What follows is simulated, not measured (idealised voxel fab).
Proc. module: voxel capacitor over wiring
Shown is cross-section cut, with a width of 145 nm and square cells of size 5 nm.
Each cross-section below is a grid of square cells, stated as bands in top-down order, with one or more rows of cells making up each band.
Band: top and bottom heights (nm) first, top before bottom; then materials from left to right, widths in nm. "full width" marks a sole material filling the band edge to edge. "empty" denotes empty space.
It should be noted that heights are counted from 0, beneath which the wafer as supplied is of one material throughout, and that the lowest band possesses no lower boundary but continues downward, as written in "0..down".
When a width is written as two numbers, as in "30..40", the first number is the width in the top row of cells of the band and the second is the width in its bottom row, and the width changes by the same amount from each row to the next.
Reading "same as before" for a step: not a cell of the cross-section changed in it.
You'll see "Closed void catalog" listing empty spaces that have no way open to the top, as long as they're 8 cells or more; the notation is width x height at distance, where the distance is from the left edge, and all of it is in nm.
Step line, after settings: the simulator's comment on this step.
On any step carrying a mask, the "overlay nm" setting, if present on the step's line, tells how far right of its planned place the mask lay; negative values point to the left.
So the way this works: pairs, before and after one process step. The after picture only goes down to the lowest band that actually changed, nothing below. Step and its settings are under each pair. And watch out, pairs might come from different runs of this module, same starting wafer though, so a pair only follows on from the one above if its "Prior to processing" entry tells you so.

## Prior to processing
  0..down  Si full width
  Closed void catalog: none

## Post-Step Section View
  15..0  SiO2 full width
  Everything under 0 stays put, no change at all.
  Closed void catalog: none
Between before and after, shown above: CONFORMAL_DEP | material SiO2 | thk nm 15

Prior to processing: The structure entering this step is exactly what the pair just above shows after its step.

## Post-Step Section View
  20..15  SiN full width
  Everything under 15 stays put, no change at all.
  Closed void catalog: none
Between before and after, shown above: CONFORMAL_DEP | material SiN | thk nm 5

Prior to processing: The structure entering this step is exactly what the pair just above shows after its step.

## Post-Step Section View
  35..20  SiO2 full width
  Everything under 20 stays put, no change at all.
  Closed void catalog: none
Between before and after, shown above: DIRECTIONAL_DEP | material SiO2 | thk nm 15

Prior to processing: The structure entering this step is exactly what the pair just above shows after its step.

## Post-Step Section View
  35..20  20 SiO2 / 25 empty / 50 SiO2 / 25 empty / 25 SiO2
  Everything under 20 stays put, no change at all.
  Closed void catalog: none
Between before and after, shown above: MASKED_ETCH | tone open | mask id METAL_1 | width nm 25 | pitch nm 75 | etch materials SiO2 | depth nm 15 | overlay nm 0

Prior to processing: The structure entering this step is exactly what the pair just above shows after its step.

## Post-Step Section View
  35..20  20 SiO2 / 25 empty / 50 SiO2 / 25 empty / 25 SiO2
  20..15  20 SiN / 25 empty / 50 SiN / 25 empty / 25 SiN
  Everything under 15 stays put, no change at all.
  Closed void catalog: none
Between before and after, shown above: MASKED_ETCH | tone open | mask id METAL_1 | width nm 25 | pitch nm 75 | etch materials SiN | depth nm 5 | overlay nm 0

Prior to processing: The structure entering this step is exactly what the pair just above shows after its step.

## Post-Step Section View
  40..35  25 TiN / 15 empty / 60 TiN / 15 empty / 30 TiN
  35..20  20 SiO2 / 5 TiN / 15 empty / 5 TiN / 50 SiO2 / 5 TiN / 15 empty / 5 TiN / 25 SiO2
  20..15  20 SiN / 25 TiN / 50 SiN / 25 TiN / 25 SiN
  Everything under 15 stays put, no change at all.
  Closed void catalog: none
Between before and after, shown above: CONFORMAL_DEP | material TiN | thk nm 5

Prior to processing: The structure entering this step is exactly what the pair just above shows after its step.

## Post-Step Section View
  50..40  Ru full width
  40..35  25 TiN / 15 Ru / 60 TiN / 15 Ru / 30 TiN
  35..20  20 SiO2 / 5 TiN / 15 Ru / 5 TiN / 50 SiO2 / 5 TiN / 15 Ru / 5 TiN / 25 SiO2
  Everything under 20 stays put, no change at all.
  Closed void catalog: none
Between before and after, shown above: FILL_DEP | material Ru | thk nm 10

Prior to processing: The structure entering this step is exactly what the pair just above shows after its step.

## Post-Step Section View
  35..20  20 SiO2 / 5 TiN / 15 Ru / 5 TiN / 50 SiO2 / 5 TiN / 15 Ru / 5 TiN / 25 SiO2
  Everything under 20 stays put, no change at all.
  Closed void catalog: none
Between before and after, shown above: CMP | height nm 35

Prior to processing: The structure entering this step is exactly what the pair just above shows after its step.

## Post-Step Section View
  40..35  SiCN full width
  Everything under 35 stays put, no change at all.
  Closed void catalog: none
Between before and after, shown above: CONFORMAL_DEP | material SiCN | thk nm 5

Prior to processing: The structure entering this step is exactly what the pair just above shows after its step.

## Post-Step Section View
  55..40  lowk full width
  Everything under 40 stays put, no change at all.
  Closed void catalog: none
Between before and after, shown above: DIRECTIONAL_DEP | material lowk | thk nm 15

Prior to processing: The structure entering this step is exactly what the pair just above shows after its step.

## Post-Step Section View
  70..55  30 resist / 15 empty / 100 resist
  Everything under 55 stays put, no change at all.
  Closed void catalog: none
Between before and after, shown above: PATTERN | tone open | mask id PLUG_1 | material resist | width nm 15 | thk nm 15 | overlay nm 0

Prior to processing: The structure entering this step is exactly what the pair just above shows after its step.

## Post-Step Section View
  70..55  30 resist / 15 empty / 100 resist
  55..40  30 lowk / 15 empty / 100 lowk
  Everything under 40 stays put, no change at all.
  Closed void catalog: none
Between before and after, shown above: DIRECTIONAL_ETCH | etch materials lowk | depth nm 15

Prior to processing: The structure entering this step is exactly what the pair just above shows after its step.

## Post-Step Section View
  70..55  30 resist / 15 empty / 100 resist
  55..40  30 lowk / 15 empty / 100 lowk
  40..35  30 SiCN / 15 empty / 100 SiCN
  Everything under 35 stays put, no change at all.
  Closed void catalog: none
Between before and after, shown above: DIRECTIONAL_ETCH | etch materials SiCN | depth nm 5

Prior to processing: The structure entering this step is exactly what the pair just above shows after its step.

## Post-Step Section View
  55..40  30 lowk / 15 empty / 100 lowk
  Everything under 40 stays put, no change at all.
  Closed void catalog: none
Between before and after, shown above: STRIP | etch materials resist

Prior to processing: The structure entering this step is exactly what the pair just above shows after its step.

## Post-Step Section View
  55..45  30 lowk / 15 empty / 100 lowk
  45..40  30 lowk / 15 Ru / 100 lowk
  40..35  30 SiCN / 15 Ru / 100 SiCN
  Everything under 35 stays put, no change at all.
  Closed void catalog: none
Between before and after, shown above: EPI | material Ru | thk nm 10

Prior to processing: The structure entering this step is exactly what the pair just above shows after its step.

## Post-Step Section View
  55..40  30 lowk / 15 Ru / 100 lowk
  Everything under 40 stays put, no change at all.
  Closed void catalog: none
Between before and after, shown above: EPI | material Ru | thk nm 10

Prior to processing: The structure entering this step is exactly what the pair just above shows after its step.

## Post-Step Section View
  60..55  TiN full width
  Everything under 55 stays put, no change at all.
  Closed void catalog: none
Between before and after, shown above: DIRECTIONAL_DEP | material TiN | thk nm 5

Prior to processing: The structure entering this step is exactly what the pair just above shows after its step.

## Post-Step Section View
  65..60  HfO2 full width
  Everything under 60 stays put, no change at all.
  Closed void catalog: none
Between before and after, shown above: DIRECTIONAL_DEP | material HfO2 | thk nm 5

Prior to processing: The structure entering this step is exactly what the pair just above shows after its step.

## Post-Step Section View
  75..65  TiN full width
  Everything under 65 stays put, no change at all.
  Closed void catalog: none
Between before and after, shown above: DIRECTIONAL_DEP | material TiN | thk nm 10

Prior to processing: The structure entering this step is exactly what the pair just above shows after its step.

## Post-Step Section View
  90..75  aC full width
  Everything under 75 stays put, no change at all.
  Closed void catalog: none
Between before and after, shown above: DIRECTIONAL_DEP | material aC | thk nm 15

Prior to processing: The structure entering this step is exactly what the pair just above shows after its step.

## Post-Step Section View
  120..90  30 empty / 55 resist / 60 empty
  Everything under 90 stays put, no change at all.
  Closed void catalog: none
Between before and after, shown above: PATTERN | tone cover | mask id UPPER_PLATE | material resist | width nm 55 | thk nm 30 | overlay nm 0

Prior to processing: The structure entering this step is exactly what the pair just above shows after its step.

## Post-Step Section View
  105..90  30 empty / 55 resist / 60 empty
  90..75  30 empty / 55 aC / 60 empty
  Everything under 75 stays put, no change at all.
  Closed void catalog: none
Between before and after, shown above: DIRECTIONAL_ETCH | etch materials aC | depth nm 15

Prior to processing: The structure entering this step is exactly what the pair just above shows after its step.

## Post-Step Section View
  90..75  30 empty / 55 aC / 60 empty
  Everything under 75 stays put, no change at all.
  Closed void catalog: none
Between before and after, shown above: STRIP | etch materials resist

Prior to processing: The structure entering this step is exactly what the pair just above shows after its step.

## Post-Step Section View
  90..75  30 empty / 55 aC / 60 empty
  75..65  30 empty / 55 TiN / 60 empty
  Everything under 65 stays put, no change at all.
  Closed void catalog: none
Between before and after, shown above: DIRECTIONAL_ETCH | etch materials TiN | depth nm 10

Prior to processing: The structure entering this step is exactly what the pair just above shows after its step.

## Post-Step Section View
  90..75  30 empty / 55 aC / 60 empty
  75..65  30 empty / 55 TiN / 60 empty
  65..60  30 empty / 55 HfO2 / 60 empty
  Everything under 60 stays put, no change at all.
  Closed void catalog: none
Between before and after, shown above: DIRECTIONAL_ETCH | etch materials HfO2 | depth nm 5

Prior to processing: The structure entering this step is exactly what the pair just above shows after its step.

## Post-Step Section View
  75..65  30 empty / 55 TiN / 60 empty
  Everything under 65 stays put, no change at all.
  Closed void catalog: none
Between before and after, shown above: STRIP | etch materials aC

Prior to processing: The structure entering this step is exactly what the pair just above shows after its step.

## Post-Step Section View
  75..65  30 empty / 55 TiN / 60 empty
  65..60  30 empty / 55 HfO2 / 60 empty
  60..55  25 empty / 65 TiN / 55 empty
  Everything under 55 stays put, no change at all.
  Closed void catalog: none
Between before and after, shown above: MASKED_ETCH | tone cover | mask id LOWER_PLATE | width nm 65 | etch materials TiN | depth nm 5 | overlay nm 0

Prior to processing: The structure entering this step is exactly what the pair just above shows after its step.

## Post-Step Section View
  90..75  SiO2 full width
  75..65  30 SiO2 / 55 TiN / 60 SiO2
  65..60  30 SiO2 / 55 HfO2 / 60 SiO2
  60..55  25 SiO2 / 65 TiN / 55 SiO2
  Everything under 55 stays put, no change at all.
  Closed void catalog: none
Between before and after, shown above: FILL_DEP | material SiO2 | thk nm 15

Prior to processing: The structure entering this step is exactly what the pair just above shows after its step.

## Post-Step Section View
  85..75  SiO2 full width
  Everything under 75 stays put, no change at all.
  Closed void catalog: none
Between before and after, shown above: CMP | height nm 85

Prior to processing: The structure entering this step is exactly what the pair just above shows after its step.

## Post-Step Section View
  85..75  40 SiO2 / 15 empty / 90 SiO2
  Everything under 75 stays put, no change at all.
  Closed void catalog: none
Between before and after, shown above: MASKED_ETCH | tone open | mask id PLUG_2 | width nm 15 | etch materials SiO2 | depth nm 10 | overlay nm 0

Prior to processing: The structure entering this step is exactly what the pair just above shows after its step.

## Post-Step Section View
  90..85  45 TiN / 5 empty / 95 TiN
  85..80  40 SiO2 / 5 TiN / 5 empty / 5 TiN / 90 SiO2
  80..75  40 SiO2 / 15 TiN / 90 SiO2
  Everything under 75 stays put, no change at all.
  Closed void catalog: none
Between before and after, shown above: CONFORMAL_DEP | material TiN | thk nm 5

Prior to processing: The structure entering this step is exactly what the pair just above shows after its step.

## Post-Step Section View
  95..90  W full width
  90..85  45 TiN / 5 W / 95 TiN
  85..80  40 SiO2 / 5 TiN / 5 W / 5 TiN / 90 SiO2
  Everything under 80 stays put, no change at all.
  Closed void catalog: none
Between before and after, shown above: FILL_DEP | material W | thk nm 5

Prior to processing: The structure entering this step is exactly what the pair just above shows after its step.

## Post-Step Section View
  85..80  40 SiO2 / 5 TiN / 5 W / 5 TiN / 90 SiO2
  Everything under 80 stays put, no change at all.
  Closed void catalog: none
Between before and after, shown above: CMP | height nm 85

Prior to processing: The structure entering this step is exactly what the pair just above shows after its step.

## Post-Step Section View
  90..85  SiN full width
  Everything under 85 stays put, no change at all.
  Closed void catalog: none
Between before and after, shown above: CONFORMAL_DEP | material SiN | thk nm 5

## Prior to processing
  55..45  30 lowk / 15 empty / 100 lowk
  45..40  30 lowk / 15 Ru / 100 lowk
  40..35  30 SiCN / 15 Ru / 100 SiCN
  35..20  20 SiO2 / 5 TiN / 15 Ru / 5 TiN / 50 SiO2 / 5 TiN / 15 Ru / 5 TiN / 25 SiO2
  20..15  20 SiN / 25 TiN / 50 SiN / 25 TiN / 25 SiN
  15..0  SiO2 full width
  0..down  Si full width
  Closed void catalog: none

## Post-Step Section View
  60..55  30 TiN / 15 empty / 100 TiN
  55..50  30 lowk / 15 empty / 100 lowk
  50..45  30 lowk / 15 TiN / 100 lowk
  Everything under 45 stays put, no change at all.
  Closed void catalog: none
Between before and after, shown above: DIRECTIONAL_DEP | material TiN | thk nm 5

Prior to processing: The structure entering this step is exactly what the pair just above shows after its step.

## Post-Step Section View
  65..60  30 HfO2 / 15 empty / 100 HfO2
  60..55  30 TiN / 15 empty / 100 TiN
  55..50  30 lowk / 15 HfO2 / 100 lowk
  Everything under 50 stays put, no change at all.
  Closed void catalog: none
Between before and after, shown above: DIRECTIONAL_DEP | material HfO2 | thk nm 5

Prior to processing: The structure entering this step is exactly what the pair just above shows after its step.

## Post-Step Section View
  75..65  30 TiN / 15 empty / 100 TiN
  65..60  30 HfO2 / 15 TiN / 100 HfO2
  60..55  TiN full width
  Everything under 55 stays put, no change at all.
  Closed void catalog: none
Between before and after, shown above: DIRECTIONAL_DEP | material TiN | thk nm 10

Prior to processing: The structure entering this step is exactly what the pair just above shows after its step.

## Post-Step Section View
  90..80  30 aC / 15 empty / 100 aC
  80..75  aC full width
  75..65  30 TiN / 15 aC / 100 TiN
  Everything under 65 stays put, no change at all.
  Closed void catalog: none
Between before and after, shown above: DIRECTIONAL_DEP | material aC | thk nm 15

Prior to processing: The structure entering this step is exactly what the pair just above shows after its step.

## Post-Step Section View
  120..90  30 empty / 55 resist / 60 empty
  90..80  30 aC / 15 resist / 100 aC
  Everything under 80 stays put, no change at all.
  Closed void catalog: none
Between before and after, shown above: PATTERN | tone cover | mask id UPPER_PLATE | material resist | width nm 55 | thk nm 30 | overlay nm 0

Prior to processing: The structure entering this step is exactly what the pair just above shows after its step.

## Post-Step Section View
  105..90  30 empty / 55 resist / 60 empty
  90..80  30 empty / 15 resist / 40 aC / 60 empty
  80..75  30 empty / 55 aC / 60 empty
  Everything under 75 stays put, no change at all.
  Closed void catalog: none
Between before and after, shown above: DIRECTIONAL_ETCH | etch materials aC | depth nm 15

Prior to processing: The structure entering this step is exactly what the pair just above shows after its step.

## Post-Step Section View
  90..80  45 empty / 40 aC / 60 empty
  Everything under 80 stays put, no change at all.
  Closed void catalog: none
Between before and after, shown above: STRIP | etch materials resist

Prior to processing: The structure entering this step is exactly what the pair just above shows after its step.

## Post-Step Section View
  90..80  45 empty / 40 aC / 60 empty
  80..75  30 empty / 55 aC / 60 empty
  75..65  30 empty / 15 aC / 40 TiN / 60 empty
  Everything under 65 stays put, no change at all.
  Closed void catalog: none
Between before and after, shown above: DIRECTIONAL_ETCH | etch materials TiN | depth nm 10

Prior to processing: The structure entering this step is exactly what the pair just above shows after its step.

## Post-Step Section View
  90..80  45 empty / 40 aC / 60 empty
  80..75  30 empty / 55 aC / 60 empty
  75..65  30 empty / 15 aC / 40 TiN / 60 empty
  65..60  30 empty / 15 TiN / 40 HfO2 / 60 empty
  Everything under 60 stays put, no change at all.
  Closed void catalog: none
Between before and after, shown above: DIRECTIONAL_ETCH | etch materials HfO2 | depth nm 5

Prior to processing: The structure entering this step is exactly what the pair just above shows after its step.

## Post-Step Section View
  75..65  45 empty / 40 TiN / 60 empty
  Everything under 65 stays put, no change at all.
  Closed void catalog: none
Between before and after, shown above: STRIP | etch materials aC

Prior to processing: The structure entering this step is exactly what the pair just above shows after its step.

## Post-Step Section View
  75..65  45 empty / 40 TiN / 60 empty
  65..60  30 empty / 15 TiN / 40 HfO2 / 60 empty
  60..55  25 empty / 65 TiN / 55 empty
  Everything under 55 stays put, no change at all.
  Closed void catalog: none
Between before and after, shown above: MASKED_ETCH | tone cover | mask id LOWER_PLATE | width nm 65 | etch materials TiN | depth nm 5 | overlay nm 0

Prior to processing: The structure entering this step is exactly what the pair just above shows after its step.

## Post-Step Section View
  90..75  SiO2 full width
  75..65  45 SiO2 / 40 TiN / 60 SiO2
  65..60  30 SiO2 / 15 TiN / 40 HfO2 / 60 SiO2
  60..55  25 SiO2 / 65 TiN / 55 SiO2
  Everything under 55 stays put, no change at all.
  Closed void catalog: none
Between before and after, shown above: FILL_DEP | material SiO2 | thk nm 15

Prior to processing: The structure entering this step is exactly what the pair just above shows after its step.

## Post-Step Section View
  85..75  SiO2 full width
  Everything under 75 stays put, no change at all.
  Closed void catalog: none
Between before and after, shown above: CMP | height nm 85

Prior to processing: The structure entering this step is exactly what the pair just above shows after its step.

## Post-Step Section View
  85..75  40 SiO2 / 15 empty / 90 SiO2
  Everything under 75 stays put, no change at all.
  Closed void catalog: none
Between before and after, shown above: MASKED_ETCH | tone open | mask id PLUG_2 | width nm 15 | etch materials SiO2 | depth nm 10 | overlay nm 0

Prior to processing: The structure entering this step is exactly what the pair just above shows after its step.

## Post-Step Section View
  90..85  45 TiN / 5 empty / 95 TiN
  85..80  40 SiO2 / 5 TiN / 5 empty / 5 TiN / 90 SiO2
  80..75  40 SiO2 / 15 TiN / 90 SiO2
  Everything under 75 stays put, no change at all.
  Closed void catalog: none
Between before and after, shown above: CONFORMAL_DEP | material TiN | thk nm 5

Prior to processing: The structure entering this step is exactly what the pair just above shows after its step.

## Post-Step Section View
  95..90  W full width
  90..85  45 TiN / 5 W / 95 TiN
  85..80  40 SiO2 / 5 TiN / 5 W / 5 TiN / 90 SiO2
  Everything under 80 stays put, no change at all.
  Closed void catalog: none
Between before and after, shown above: FILL_DEP | material W | thk nm 5

Prior to processing: The structure entering this step is exactly what the pair just above shows after its step.

## Post-Step Section View
  85..80  40 SiO2 / 5 TiN / 5 W / 5 TiN / 90 SiO2
  Everything under 80 stays put, no change at all.
  Closed void catalog: none
Between before and after, shown above: CMP | height nm 85

Prior to processing: The structure entering this step is exactly what the pair just above shows after its step.

## Post-Step Section View
  90..85  SiN full width
  Everything under 85 stays put, no change at all.
  Closed void catalog: none
Between before and after, shown above: CONFORMAL_DEP | material SiN | thk nm 5

## Prior to processing
  55..40  lowk full width
  40..35  SiCN full width
  35..20  20 SiO2 / 5 TiN / 15 Ru / 5 TiN / 50 SiO2 / 5 TiN / 15 Ru / 5 TiN / 25 SiO2
  20..15  20 SiN / 25 TiN / 50 SiN / 25 TiN / 25 SiN
  15..0  SiO2 full width
  0..down  Si full width
  Closed void catalog: none

## Post-Step Section View
  70..40  lowk full width
  Everything under 40 stays put, no change at all.
  Closed void catalog: none
Between before and after, shown above: DIRECTIONAL_DEP | material lowk | thk nm 15

Prior to processing: The structure entering this step is exactly what the pair just above shows after its step.

## Post-Step Section View
  85..70  30 resist / 15 empty / 100 resist
  Everything under 70 stays put, no change at all.
  Closed void catalog: none
Between before and after, shown above: PATTERN | tone open | mask id PLUG_1 | material resist | width nm 15 | thk nm 15 | overlay nm 0

Prior to processing: The structure entering this step is exactly what the pair just above shows after its step.

## Post-Step Section View
  85..70  30 resist / 15 empty / 100 resist
  70..55  30 lowk / 15 empty / 100 lowk
  Everything under 55 stays put, no change at all.
  Closed void catalog: none
Between before and after, shown above: DIRECTIONAL_ETCH | etch materials lowk | depth nm 15

Prior to processing: The structure entering this step is exactly what the pair just above shows after its step.

## Post-Step Section View
  70..55  30 lowk / 15 empty / 100 lowk
  Everything under 55 stays put, no change at all.
  Closed void catalog: none
Between before and after, shown above: STRIP | etch materials resist

Prior to processing: The structure entering this step is exactly what the pair just above shows after its step.

## Post-Step Section View
  75..70  30 TiN / 15 empty / 100 TiN
  70..60  30 lowk / 15 empty / 100 lowk
  60..55  30 lowk / 15 TiN / 100 lowk
  Everything under 55 stays put, no change at all.
  Closed void catalog: none
Between before and after, shown above: DIRECTIONAL_DEP | material TiN | thk nm 5

Prior to processing: The structure entering this step is exactly what the pair just above shows after its step.

## Post-Step Section View
  80..75  30 HfO2 / 15 empty / 100 HfO2
  75..70  30 TiN / 15 empty / 100 TiN
  70..65  30 lowk / 15 empty / 100 lowk
  65..60  30 lowk / 15 HfO2 / 100 lowk
  Everything under 60 stays put, no change at all.
  Closed void catalog: none
Between before and after, shown above: DIRECTIONAL_DEP | material HfO2 | thk nm 5

Prior to processing: The structure entering this step is exactly what the pair just above shows after its step.

## Post-Step Section View
  90..80  30 TiN / 15 empty / 100 TiN
  80..75  30 HfO2 / 15 empty / 100 HfO2
  75..70  TiN full width
  70..65  30 lowk / 15 TiN / 100 lowk
  Everything under 65 stays put, no change at all.
  Closed void catalog: none
Between before and after, shown above: DIRECTIONAL_DEP | material TiN | thk nm 10

Prior to processing: The structure entering this step is exactly what the pair just above shows after its step.

## Post-Step Section View
  105..90  30 aC / 15 empty / 100 aC
  90..80  30 TiN / 15 aC / 100 TiN
  80..75  30 HfO2 / 15 aC / 100 HfO2
  Everything under 75 stays put, no change at all.
  Closed void catalog: none
Between before and after, shown above: DIRECTIONAL_DEP | material aC | thk nm 15

Prior to processing: The structure entering this step is exactly what the pair just above shows after its step.

## Post-Step Section View
  135..105  30 empty / 55 resist / 60 empty
  105..90  30 aC / 15 resist / 100 aC
  Everything under 90 stays put, no change at all.
  Closed void catalog: none
Between before and after, shown above: PATTERN | tone cover | mask id UPPER_PLATE | material resist | width nm 55 | thk nm 30 | overlay nm 0

Prior to processing: The structure entering this step is exactly what the pair just above shows after its step.

## Post-Step Section View
  120..105  30 empty / 55 resist / 60 empty
  105..90  30 empty / 15 resist / 40 aC / 60 empty
  Everything under 90 stays put, no change at all.
  Closed void catalog: none
Between before and after, shown above: DIRECTIONAL_ETCH | etch materials aC | depth nm 15

Prior to processing: The structure entering this step is exactly what the pair just above shows after its step.

## Post-Step Section View
  105..90  45 empty / 40 aC / 60 empty
  Everything under 90 stays put, no change at all.
  Closed void catalog: none
Between before and after, shown above: STRIP | etch materials resist

Prior to processing: The structure entering this step is exactly what the pair just above shows after its step.

## Post-Step Section View
  105..90  45 empty / 40 aC / 60 empty
  90..80  30 empty / 15 aC / 40 TiN / 60 empty
  Everything under 80 stays put, no change at all.
  Closed void catalog: none
Between before and after, shown above: DIRECTIONAL_ETCH | etch materials TiN | depth nm 10

Prior to processing: The structure entering this step is exactly what the pair just above shows after its step.

## Post-Step Section View
  105..90  45 empty / 40 aC / 60 empty
  90..80  30 empty / 15 aC / 40 TiN / 60 empty
  80..75  30 empty / 15 aC / 40 HfO2 / 60 empty
  Everything under 75 stays put, no change at all.
  Closed void catalog: none
Between before and after, shown above: DIRECTIONAL_ETCH | etch materials HfO2 | depth nm 5

Prior to processing: The structure entering this step is exactly what the pair just above shows after its step.

## Post-Step Section View
  90..80  45 empty / 40 TiN / 60 empty
  80..75  45 empty / 40 HfO2 / 60 empty
  Everything under 75 stays put, no change at all.
  Closed void catalog: none
Between before and after, shown above: STRIP | etch materials aC

Prior to processing: The structure entering this step is exactly what the pair just above shows after its step.

## Post-Step Section View
  90..80  45 empty / 40 TiN / 60 empty
  80..75  45 empty / 40 HfO2 / 60 empty
  75..70  25 empty / 65 TiN / 55 empty
  Everything under 70 stays put, no change at all.
  Closed void catalog: none
Between before and after, shown above: MASKED_ETCH | tone cover | mask id LOWER_PLATE | width nm 65 | etch materials TiN | depth nm 5 | overlay nm 0

Prior to processing: The structure entering this step is exactly what the pair just above shows after its step.

## Post-Step Section View
  105..90  SiO2 full width
  90..80  45 SiO2 / 40 TiN / 60 SiO2
  80..75  45 SiO2 / 40 HfO2 / 60 SiO2
  75..70  25 SiO2 / 65 TiN / 55 SiO2
  Everything under 70 stays put, no change at all.
  Closed void catalog: none
Between before and after, shown above: FILL_DEP | material SiO2 | thk nm 15

Prior to processing: The structure entering this step is exactly what the pair just above shows after its step.

## Post-Step Section View
  85..80  45 SiO2 / 40 TiN / 60 SiO2
  Everything under 80 stays put, no change at all.
  Closed void catalog: none
Between before and after, shown above: CMP | height nm 85

Prior to processing: The structure entering this step is exactly what the pair just above shows after its step.

## Post-Step Section View
  85..80  40 SiO2 / 5 empty / 40 TiN / 60 SiO2
  80..75  40 SiO2 / 5 empty / 40 HfO2 / 60 SiO2
  Everything under 75 stays put, no change at all.
  Closed void catalog: none
Between before and after, shown above: MASKED_ETCH | tone open | mask id PLUG_2 | width nm 15 | etch materials SiO2 | depth nm 10 | overlay nm 0

Prior to processing: The structure entering this step is exactly what the pair just above shows after its step.

## Post-Step Section View
  90..85  TiN full width
  85..80  40 SiO2 / 45 TiN / 60 SiO2
  80..75  40 SiO2 / 5 TiN / 40 HfO2 / 60 SiO2
  Everything under 75 stays put, no change at all.
  Closed void catalog: none
Between before and after, shown above: CONFORMAL_DEP | material TiN | thk nm 5

Prior to processing: The structure entering this step is exactly what the pair just above shows after its step.

## Post-Step Section View
  95..90  W full width
  Everything under 90 stays put, no change at all.
  Closed void catalog: none
Between before and after, shown above: FILL_DEP | material W | thk nm 5

Prior to processing: The structure entering this step is exactly what the pair just above shows after its step.

## Post-Step Section View
  85..80  40 SiO2 / 45 TiN / 60 SiO2
  Everything under 80 stays put, no change at all.
  Closed void catalog: none
Between before and after, shown above: CMP | height nm 85

Prior to processing: The structure entering this step is exactly what the pair just above shows after its step.

## Post-Step Section View
  90..85  SiN full width
  Everything under 85 stays put, no change at all.
  Closed void catalog: none
Between before and after, shown above: CONFORMAL_DEP | material SiN | thk nm 5

## Prior to processing
  60..55  30 TiN / 15 empty / 100 TiN
  55..50  30 lowk / 15 empty / 100 lowk
  50..45  30 lowk / 15 TiN / 100 lowk
  45..40  30 lowk / 15 Ru / 100 lowk
  40..35  30 SiCN / 15 Ru / 100 SiCN
  35..20  20 SiO2 / 5 TiN / 15 Ru / 5 TiN / 50 SiO2 / 5 TiN / 15 Ru / 5 TiN / 25 SiO2
  20..15  20 SiN / 25 TiN / 50 SiN / 25 TiN / 25 SiN
  15..0  SiO2 full width
  0..down  Si full width
  Closed void catalog: none

## Post-Step Section View
  70..60  Ru full width
  60..55  30 TiN / 15 Ru / 100 TiN
  55..50  30 lowk / 15 Ru / 100 lowk
  Everything under 50 stays put, no change at all.
  Closed void catalog: none
Between before and after, shown above: EPI | material Ru | thk nm 10

Prior to processing: The structure entering this step is exactly what the pair just above shows after its step.

## Post-Step Section View
  75..70  HfO2 full width
  Everything under 70 stays put, no change at all.
  Closed void catalog: none
Between before and after, shown above: DIRECTIONAL_DEP | material HfO2 | thk nm 5

Prior to processing: The structure entering this step is exactly what the pair just above shows after its step.

## Post-Step Section View
  85..75  TiN full width
  Everything under 75 stays put, no change at all.
  Closed void catalog: none
Between before and after, shown above: DIRECTIONAL_DEP | material TiN | thk nm 10

Prior to processing: The structure entering this step is exactly what the pair just above shows after its step.

## Post-Step Section View
  100..85  aC full width
  Everything under 85 stays put, no change at all.
  Closed void catalog: none
Between before and after, shown above: DIRECTIONAL_DEP | material aC | thk nm 15

Prior to processing: The structure entering this step is exactly what the pair just above shows after its step.

## Post-Step Section View
  130..100  30 empty / 55 resist / 60 empty
  Everything under 100 stays put, no change at all.
  Closed void catalog: none
Between before and after, shown above: PATTERN | tone cover | mask id UPPER_PLATE | material resist | width nm 55 | thk nm 30 | overlay nm 0

Prior to processing: The structure entering this step is exactly what the pair just above shows after its step.

## Post-Step Section View
  115..100  30 empty / 55 resist / 60 empty
  100..85  30 empty / 55 aC / 60 empty
  Everything under 85 stays put, no change at all.
  Closed void catalog: none
Between before and after, shown above: DIRECTIONAL_ETCH | etch materials aC | depth nm 15

Prior to processing: The structure entering this step is exactly what the pair just above shows after its step.

## Post-Step Section View
  100..85  30 empty / 55 aC / 60 empty
  Everything under 85 stays put, no change at all.
  Closed void catalog: none
Between before and after, shown above: STRIP | etch materials resist

Prior to processing: The structure entering this step is exactly what the pair just above shows after its step.

## Post-Step Section View
  100..85  30 empty / 55 aC / 60 empty
  85..75  30 empty / 55 TiN / 60 empty
  Everything under 75 stays put, no change at all.
  Closed void catalog: none
Between before and after, shown above: DIRECTIONAL_ETCH | etch materials TiN | depth nm 10

Prior to processing: The structure entering this step is exactly what the pair just above shows after its step.

## Post-Step Section View
  100..85  30 empty / 55 aC / 60 empty
  85..75  30 empty / 55 TiN / 60 empty
  75..70  30 empty / 55 HfO2 / 60 empty
  Everything under 70 stays put, no change at all.
  Closed void catalog: none
Between before and after, shown above: DIRECTIONAL_ETCH | etch materials HfO2 | depth nm 5

Prior to processing: The structure entering this step is exactly what the pair just above shows after its step.

## Post-Step Section View
  85..75  30 empty / 55 TiN / 60 empty
  Everything under 75 stays put, no change at all.
  Closed void catalog: none
Between before and after, shown above: STRIP | etch materials aC

Prior to processing: The structure entering this step is exactly what the pair just above shows after its step.

## Post-Step Section View
  100..85  SiO2 full width
  85..75  30 SiO2 / 55 TiN / 60 SiO2
  75..70  30 SiO2 / 55 HfO2 / 60 SiO2
  Everything under 70 stays put, no change at all.
  Closed void catalog: none
Between before and after, shown above: FILL_DEP | material SiO2 | thk nm 15

Prior to processing: The structure entering this step is exactly what the pair just above shows after its step.

## Post-Step Section View
  85..75  30 SiO2 / 55 TiN / 60 SiO2
  Everything under 75 stays put, no change at all.
  Closed void catalog: none
Between before and after, shown above: CMP | height nm 85

Prior to processing: The structure entering this step is exactly what the pair just above shows after its step.

## Post-Step Section View
  90..85  TiN full width
  Everything under 85 stays put, no change at all.
  Closed void catalog: none
Between before and after, shown above: CONFORMAL_DEP | material TiN | thk nm 5

Prior to processing: The structure entering this step is exactly what the pair just above shows after its step.

## Post-Step Section View
  95..90  W full width
  Everything under 90 stays put, no change at all.
  Closed void catalog: none
Between before and after, shown above: FILL_DEP | material W | thk nm 5

Prior to processing: The structure entering this step is exactly what the pair just above shows after its step.

## Post-Step Section View
  85..75  30 SiO2 / 55 TiN / 60 SiO2
  Everything under 75 stays put, no change at all.
  Closed void catalog: none
Between before and after, shown above: CMP | height nm 85

Prior to processing: The structure entering this step is exactly what the pair just above shows after its step.

## Post-Step Section View
  90..85  SiN full width
  Everything under 85 stays put, no change at all.
  Closed void catalog: none
Between before and after, shown above: CONFORMAL_DEP | material SiN | thk nm 5
